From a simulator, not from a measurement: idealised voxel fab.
process module | voxel trench capacitor
cross-section cut | 160 nm wide | cells 5 nm
A cross-section is a grid of square cells, given in bands from the top down. A band is one or more rows of cells.
Each band's line starts with the height of the band's top and of its bottom, in nm. Then come its materials from left to right, each with its width in nm. One material with "throughout" fills the band from edge to edge. "air" is empty space.
Height 0 is the level under which the wafer as received is all one material. The lowest band goes on downwards, as in "0 down".
A width such as "30 to 40" changes by the same amount from each row of cells to the next, from the band's top row to its bottom row.
"no change" after a step means that no cell of the cross-section changed.
closed voids: empty space of 8 cells or more with no open way to the top, each as width x height at its distance from the left edge, in nm
after a step's settings: what the simulator itself notes on the step
overlay nm, on a step with a mask: how far to the right of its planned place the mask lay; to the left if negative
plan
1 op RECEIVE | material Si
2 op CONFORMAL_DEP | material SiN | thk nm 5
3 op DIRECTIONAL_DEP | material aC | thk nm 15
4 op PATTERN | tone open | mask id TRENCH | material resist | width nm 15 | pitch nm 35 | thk nm 30 | overlay nm 0
5 op DIRECTIONAL_ETCH | etch materials aC | depth nm 15
6 op STRIP | etch materials resist
7 op DIRECTIONAL_ETCH | etch materials SiN | depth nm 5
8 op DIRECTIONAL_ETCH | etch materials Si | depth nm 25
9 op STRIP | etch materials aC
10 op CONFORMAL_DEP | material Al2O3 | thk nm 5
11 op FILL_DEP | material polySi | thk nm 5
12 op CMP | height nm 5
as received, after step 1
  0 down: Si throughout
  closed voids: none
a wafer at the end: this start, this plan, one mistake
  5 to 0: SiN 45 | Al2O3 5 | polySi 5 | Al2O3 5 | SiN 20 | Al2O3 5 | polySi 5 | Al2O3 5 | SiN 65
  0 to -20: Si 45 | Al2O3 5 | polySi 5 | Al2O3 5 | Si 20 | Al2O3 5 | polySi 5 | Al2O3 5 | Si 65
  -20 to -25: Si 45 | Al2O3 15 | Si 20 | Al2O3 15 | Si 65
  -25 down: Si throughout
  closed voids: none
what went wrong: step 4 ran as: op PATTERN | tone open | mask id TRENCH | material resist | width nm 15 | pitch nm 35 | thk nm 30 | overlay nm -10
